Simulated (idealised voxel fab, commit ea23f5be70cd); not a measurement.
Name of the process module below: voxel trench capacitor
cross-section cut | 210 nm wide | cells 5 nm
The cross-sections in this document take the form of a grid made of square cells. They are written out as bands, in order from top to bottom. Each band consists of one or more rows of cells.
Band: top height; bottom height; in nm. Then, left to right: material with width in nm, for each material. "all across": a single material spanning edge to edge. "air": empty space.
Height is counted from the level 0, under which the received wafer is composed throughout of one material. The lowest of the bands is not closed at the bottom but continues downward, in the notation "0 nm and below".
Think of "30->40" as a width that walks from the first number to the second as you go down the band, top row to bottom row, taking equal-sized steps from row to row.
Where the words "everything unchanged" appear for a step, the cross-section shows no cell changed by that step; every cell remained as before.
Closed empty spaces (no open way to the top) of 8 cells or more are what "Internal closed voids" lists, each as width x height at distance from the left edge, nm for all three.
It should be noted that, on the line of a given step, the content following the step's settings is a remark produced by the simulator itself with respect to that step.
Regarding "overlay nm": on a step with a mask, it is the distance the mask lay to the right of its planned place; a negative value places it to the left.

### Listed below are the process steps as planned
1) RECEIVE,material Si
2) CONFORMAL_DEP,material SiN,thk nm 10
3) DIRECTIONAL_DEP,material aC,thk nm 10
4) PATTERN,tone open,mask id TRENCH,material resist,width nm 15,pitch nm 30,thk nm 30,overlay nm 0
5) DIRECTIONAL_ETCH,etch materials aC,depth nm 10
6) STRIP,etch materials resist
7) DIRECTIONAL_ETCH,etch materials SiN,depth nm 10
8) DIRECTIONAL_ETCH,etch materials Si,depth nm 30
9) STRIP,etch materials aC
10) CONFORMAL_DEP,material SiO2,thk nm 5
11) FILL_DEP,material polySi,thk nm 10
12) CMP,height nm 10

### What follows covers the first of two wafers; it ran as planned

### Cross-section of the wafer at receipt, which is the condition after step 1
    0 nm and below | Si all across
    Internal closed voids: none

### The following cross-section depicts the wafer upon completion of step 2
    10 nm to 0 nm | SiN all across
    Below a height of 0, the structure has not been altered.

### The following cross-section depicts the wafer upon completion of step 3
    20 nm to 10 nm | aC all across
    Below a height of 10, the structure has not been altered.

### The following cross-section depicts the wafer upon completion of step 4
    50 nm to 20 nm | resist: 65, air: 15, resist: 15, air: 15, resist: 15, air: 15, resist: 70
    Below a height of 20, the structure has not been altered.

### The following cross-section depicts the wafer upon completion of step 5
    40 nm to 20 nm | resist: 65, air: 15, resist: 15, air: 15, resist: 15, air: 15, resist: 70
    20 nm to 10 nm | aC: 65, air: 15, aC: 15, air: 15, aC: 15, air: 15, aC: 70
    Below a height of 10, the structure has not been altered.

### The following cross-section depicts the wafer upon completion of step 6
    20 nm to 10 nm | aC: 65, air: 15, aC: 15, air: 15, aC: 15, air: 15, aC: 70
    Below a height of 10, the structure has not been altered.

### The following cross-section depicts the wafer upon completion of step 7
    20 nm to 10 nm | aC: 65, air: 15, aC: 15, air: 15, aC: 15, air: 15, aC: 70
    10 nm to 0 nm | SiN: 65, air: 15, SiN: 15, air: 15, SiN: 15, air: 15, SiN: 70
    Below a height of 0, the structure has not been altered.

### The following cross-section depicts the wafer upon completion of step 8
    20 nm to 10 nm | aC: 65, air: 15, aC: 15, air: 15, aC: 15, air: 15, aC: 70
    10 nm to 0 nm | SiN: 65, air: 15, SiN: 15, air: 15, SiN: 15, air: 15, SiN: 70
    0 nm to -30 nm | Si: 65, air: 15, Si: 15, air: 15, Si: 15, air: 15, Si: 70
    Below a height of -30, the structure has not been altered.

### The following cross-section depicts the wafer upon completion of step 9
    10 nm to 0 nm | SiN: 65, air: 15, SiN: 15, air: 15, SiN: 15, air: 15, SiN: 70
    Below a height of 0, the structure has not been altered.

### The following cross-section depicts the wafer upon completion of step 10
    15 nm to 10 nm | SiO2: 70, air: 5, SiO2: 25, air: 5, SiO2: 25, air: 5, SiO2: 75
    10 nm to 0 nm | SiN: 65, SiO2: 5, air: 5, SiO2: 5, SiN: 15, SiO2: 5, air: 5, SiO2: 5, SiN: 15, SiO2: 5, air: 5, SiO2: 5, SiN: 70
    0 nm to -25 nm | Si: 65, SiO2: 5, air: 5, SiO2: 5, Si: 15, SiO2: 5, air: 5, SiO2: 5, Si: 15, SiO2: 5, air: 5, SiO2: 5, Si: 70
    -25 nm to -30 nm | Si: 65, SiO2: 15, Si: 15, SiO2: 15, Si: 15, SiO2: 15, Si: 70
    Below a height of -30, the structure has not been altered.

### The following cross-section depicts the wafer upon completion of step 11
    25 nm to 15 nm | polySi all across
    15 nm to 10 nm | SiO2: 70, polySi: 5, SiO2: 25, polySi: 5, SiO2: 25, polySi: 5, SiO2: 75
    10 nm to 0 nm | SiN: 65, SiO2: 5, polySi: 5, SiO2: 5, SiN: 15, SiO2: 5, polySi: 5, SiO2: 5, SiN: 15, SiO2: 5, polySi: 5, SiO2: 5, SiN: 70
    0 nm to -25 nm | Si: 65, SiO2: 5, polySi: 5, SiO2: 5, Si: 15, SiO2: 5, polySi: 5, SiO2: 5, Si: 15, SiO2: 5, polySi: 5, SiO2: 5, Si: 70
    Below a height of -25, the structure has not been altered.

### The following cross-section depicts the wafer upon completion of step 12
    10 nm to 0 nm | SiN: 65, SiO2: 5, polySi: 5, SiO2: 5, SiN: 15, SiO2: 5, polySi: 5, SiO2: 5, SiN: 15, SiO2: 5, polySi: 5, SiO2: 5, SiN: 70
    Below a height of 0, the structure has not been altered.

### Second of two: same start, same plan, one run error; steps up to and including 3 match the first

### The second wafer in cross-section, at the planned close of step 4
    50 nm to 20 nm | resist: 55, air: 15, resist: 15, air: 15, resist: 15, air: 15, resist: 80
    Below a height of 20, the structure has not been altered.

### The second wafer in cross-section, at the planned close of step 5
    40 nm to 20 nm | resist: 55, air: 15, resist: 15, air: 15, resist: 15, air: 15, resist: 80
    20 nm to 10 nm | aC: 55, air: 15, aC: 15, air: 15, aC: 15, air: 15, aC: 80
    Below a height of 10, the structure has not been altered.

### The second wafer in cross-section, at the planned close of step 6
    20 nm to 10 nm | aC: 55, air: 15, aC: 15, air: 15, aC: 15, air: 15, aC: 80
    Below a height of 10, the structure has not been altered.

### The second wafer in cross-section, at the planned close of step 7
    20 nm to 10 nm | aC: 55, air: 15, aC: 15, air: 15, aC: 15, air: 15, aC: 80
    10 nm to 0 nm | SiN: 55, air: 15, SiN: 15, air: 15, SiN: 15, air: 15, SiN: 80
    Below a height of 0, the structure has not been altered.

### The second wafer in cross-section, at the planned close of step 8
    20 nm to 10 nm | aC: 55, air: 15, aC: 15, air: 15, aC: 15, air: 15, aC: 80
    10 nm to 0 nm | SiN: 55, air: 15, SiN: 15, air: 15, SiN: 15, air: 15, SiN: 80
    0 nm to -30 nm | Si: 55, air: 15, Si: 15, air: 15, Si: 15, air: 15, Si: 80
    Below a height of -30, the structure has not been altered.

### The second wafer in cross-section, at the planned close of step 9
    10 nm to 0 nm | SiN: 55, air: 15, SiN: 15, air: 15, SiN: 15, air: 15, SiN: 80
    Below a height of 0, the structure has not been altered.

### The second wafer in cross-section, at the planned close of step 10
    15 nm to 10 nm | SiO2: 60, air: 5, SiO2: 25, air: 5, SiO2: 25, air: 5, SiO2: 85
    10 nm to 0 nm | SiN: 55, SiO2: 5, air: 5, SiO2: 5, SiN: 15, SiO2: 5, air: 5, SiO2: 5, SiN: 15, SiO2: 5, air: 5, SiO2: 5, SiN: 80
    0 nm to -25 nm | Si: 55, SiO2: 5, air: 5, SiO2: 5, Si: 15, SiO2: 5, air: 5, SiO2: 5, Si: 15, SiO2: 5, air: 5, SiO2: 5, Si: 80
    -25 nm to -30 nm | Si: 55, SiO2: 15, Si: 15, SiO2: 15, Si: 15, SiO2: 15, Si: 80
    Below a height of -30, the structure has not been altered.

### The second wafer in cross-section, at the planned close of step 11
    25 nm to 15 nm | polySi all across
    15 nm to 10 nm | SiO2: 60, polySi: 5, SiO2: 25, polySi: 5, SiO2: 25, polySi: 5, SiO2: 85
    10 nm to 0 nm | SiN: 55, SiO2: 5, polySi: 5, SiO2: 5, SiN: 15, SiO2: 5, polySi: 5, SiO2: 5, SiN: 15, SiO2: 5, polySi: 5, SiO2: 5, SiN: 80
    0 nm to -25 nm | Si: 55, SiO2: 5, polySi: 5, SiO2: 5, Si: 15, SiO2: 5, polySi: 5, SiO2: 5, Si: 15, SiO2: 5, polySi: 5, SiO2: 5, Si: 80
    Below a height of -25, the structure has not been altered.

### The second wafer in cross-section, at the planned close of step 12
    10 nm to 0 nm | SiN: 55, SiO2: 5, polySi: 5, SiO2: 5, SiN: 15, SiO2: 5, polySi: 5, SiO2: 5, SiN: 15, SiO2: 5, polySi: 5, SiO2: 5, SiN: 80
    Below a height of 0, the structure has not been altered.
So what did we get wrong on this run? step 4 deviated from plan and actually ran as PATTERN,tone open,mask id TRENCH,material resist,width nm 15,pitch nm 30,thk nm 30,overlay nm -10
Both wafers, final: cells per material equal; arrangement not.
